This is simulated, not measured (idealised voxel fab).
You're looking at the process module voxel transistor to metal.
Section cut is 140 nm wide and gridded with 5 nm square cells.
If you're reading a cross-section in this doc, picture square cells in a grid; it comes to you as bands, top ones listed first down to the bottom, and a band can be one or more rows of cells.
The band entry comprises the height of the band's top followed by the height of its bottom, expressed in nm, and subsequently the band's materials from left to right, each stated together with its width in nm. Where a single material is marked with the word "everywhere", that material fills the band from edge to edge. The word "empty" represents empty space.
Ref level 0: as-received wafer is one material below here. Bottom band extends down with no lower bound ("0 and below").
Top row gets the first number, bottom row gets the second, and each row in between changes by the same step: that is how a band width like "30->40" works.
You'll sometimes find "remained unchanged" written for a step, and that's the way of saying that nowhere in the cross-section did a cell change during that step.
"Closed empty spaces" specifies each empty space that is not open to the top and that occupies no fewer than 8 cells, using the form width x height at distance, the distance measured from the left edge and all three quantities in nm.
The remark found on a step's line after its settings is issued by the simulator itself and pertains to that step.
"overlay nm" denotes, for a step that has a mask, the displacement of the mask to the right of its planned place, with negative values corresponding to the left.
[These are the steps we planned for the process]
1 RECEIVE | material Si
2 OXIDIZE | depth nm 5
3 CONFORMAL_DEP | material SiN | thk nm 10
4 PATTERN | tone cover | mask id ACTIVE | material resist | width nm 105 | thk nm 15 | overlay nm 0
5 DIRECTIONAL_ETCH | etch materials SiN | depth nm 10
6 DIRECTIONAL_ETCH | etch materials SiO2 | depth nm 5
7 DIRECTIONAL_ETCH | etch materials Si | depth nm 25
8 STRIP | etch materials resist
9 OXIDIZE | depth nm 5
10 FILL_DEP | material SiO2 | thk nm 5
11 CMP | height nm 10
12 SELECTIVE_ETCH | etch materials SiO2 | depth nm 10
13 STRIP | etch materials SiN
14 SELECTIVE_ETCH | etch materials SiO2 | depth nm 5
15 OXIDIZE | depth nm 5
16 DIRECTIONAL_DEP | material polySi | thk nm 25
17 DIRECTIONAL_DEP | material SiCN | thk nm 15
18 PATTERN | tone cover | mask id GATE | material resist | width nm 15 | thk nm 20 | overlay nm 0
19 DIRECTIONAL_ETCH | etch materials SiCN | depth nm 25
20 DIRECTIONAL_ETCH | etch materials polySi | depth nm 35
21 STRIP | etch materials resist
22 CONFORMAL_DEP | material SiO2 | thk nm 5
23 DIRECTIONAL_ETCH | etch materials SiO2 | depth nm 5
24 CONFORMAL_DEP | material SiN | thk nm 5
25 DIRECTIONAL_ETCH | etch materials SiN | depth nm 5
26 DIRECTIONAL_ETCH | etch materials SiO2 | depth nm 5
27 DIRECTIONAL_ETCH | etch materials Si | depth nm 10
28 EPI | material SiGe | thk nm 10
29 FILL_DEP | material SiO2 | thk nm 10
30 CMP | height nm 35
31 DIRECTIONAL_DEP | material SiO2 | thk nm 15
32 MASKED_ETCH | tone open | mask id CONTACT | width nm 20 | pitch nm 75 | etch materials SiO2 | depth nm 60 | overlay nm 0
33 CONFORMAL_DEP | material TiN | thk nm 5
34 FILL_DEP | material W | thk nm 5
35 CMP | height nm 50
36 CONFORMAL_DEP | material SiN | thk nm 5
37 DIRECTIONAL_DEP | material SiO2 | thk nm 25
38 MASKED_ETCH | tone open | mask id METAL_1 | width nm 20 | pitch nm 75 | etch materials SiO2 | depth nm 25 | overlay nm 0
39 MASKED_ETCH | tone open | mask id METAL_1 | width nm 20 | pitch nm 75 | etch materials SiN | depth nm 5 | overlay nm 0
40 CONFORMAL_DEP | material TiN | thk nm 5
41 FILL_DEP | material Cu | thk nm 10
42 CMP | height nm 80
43 CONFORMAL_DEP | material SiCN | thk nm 5
44 DIRECTIONAL_DEP | material SiO2 | thk nm 35
45 MASKED_ETCH | tone open | mask id METAL_2_HOLES | width nm 15 | pitch nm 75 | etch materials SiO2 | depth nm 35 | overlay nm 0
46 DIRECTIONAL_DEP | material aC | thk nm 15
47 PATTERN | tone open | mask id METAL_2 | material resist | width nm 20 | pitch nm 75 | thk nm 35 | overlay nm 0
48 DIRECTIONAL_ETCH | etch materials aC | depth nm 15
49 STRIP | etch materials resist
50 DIRECTIONAL_ETCH | etch materials SiO2 | depth nm 20
51 DIRECTIONAL_ETCH | etch materials SiCN | depth nm 5
52 STRIP | etch materials aC
53 CONFORMAL_DEP | material TiN | thk nm 5
54 FILL_DEP | material Ru | thk nm 10
55 CMP | height nm 120
56 CONFORMAL_DEP | material SiN | thk nm 5
[Shown in cross-section is the wafer as received, that is, as it stands after step 1]
- 0 and below  Si everywhere
- Closed empty spaces: none
[Module complete, cross-section. Starting point and plan per above. One mistake made in running the module]
- 125 down to 120  SiN everywhere
- 120 down to 105  SiO2: 20 / TiN: 5 / Ru: 10 / TiN: 5 / SiO2: 55 / TiN: 5 / Ru: 10 / TiN: 5 / SiO2: 25
- 105 down to 100  SiO2: 20 / TiN: 5 / Ru: 5 / TiN: 10 / SiO2: 55 / TiN: 5 / Ru: 5 / TiN: 10 / SiO2: 25
- 100 down to 85  SiO2: 20 / TiN: 5 / Ru: 5 / TiN: 5 / SiO2: 60 / TiN: 5 / Ru: 5 / TiN: 5 / SiO2: 30
- 85 down to 80  SiCN: 20 / TiN: 15 / SiCN: 60 / TiN: 15 / SiCN: 30
- 80 down to 60  SiO2: 20 / TiN: 5 / Cu: 10 / TiN: 5 / SiO2: 55 / TiN: 5 / Cu: 10 / TiN: 5 / SiO2: 25
- 60 down to 55  SiO2: 20 / TiN: 20 / SiO2: 55 / TiN: 20 / SiO2: 25
- 55 down to 50  SiN: 30 / TiN: 10 / SiN: 65 / TiN: 10 / SiN: 25
- 50 down to 35  SiO2: 20 / TiN: 5 / W: 10 / TiN: 5 / SiO2: 55 / TiN: 5 / W: 10 / TiN: 5 / SiO2: 25
- 35 down to 20  SiO2: 20 / TiN: 5 / W: 10 / TiN: 5 / SiO2: 10 / SiN: 5 / SiO2: 5 / SiCN: 15 / SiO2: 5 / SiN: 5 / SiO2: 10 / TiN: 5 / W: 10 / TiN: 5 / SiO2: 25
- 20 down to 0  SiO2: 20 / TiN: 5 / W: 10 / TiN: 5 / SiO2: 10 / SiN: 5 / SiO2: 5 / polySi: 15 / SiO2: 5 / SiN: 5 / SiO2: 10 / TiN: 5 / W: 10 / TiN: 5 / SiO2: 25
- 0 down to -5  SiO2: 20 / TiN: 5 / W: 10 / TiN: 5 / SiGe: 10 / SiN: 5 / SiO2: 5 / polySi: 15 / SiO2: 5 / SiN: 5 / SiGe: 10 / TiN: 5 / W: 10 / TiN: 5 / SiO2: 25
- -5 down to -10  SiO2: 20 / TiN: 20 / SiGe: 10 / SiO2: 35 / SiGe: 10 / TiN: 20 / SiO2: 25
- -10 down to -20  SiO2: 20 / SiGe: 30 / Si: 35 / SiGe: 30 / SiO2: 25
- -20 down to -35  SiO2: 20 / Si: 95 / SiO2: 25
- -35 and below  Si everywhere
- Closed empty spaces: none
Deviation from plan: in deviation from the planned setting, step 39 was conducted as MASKED_ETCH | tone open | mask id METAL_1 | width nm 20 | pitch nm 75 | etch materials SiN | depth nm 5 | overlay nm 10
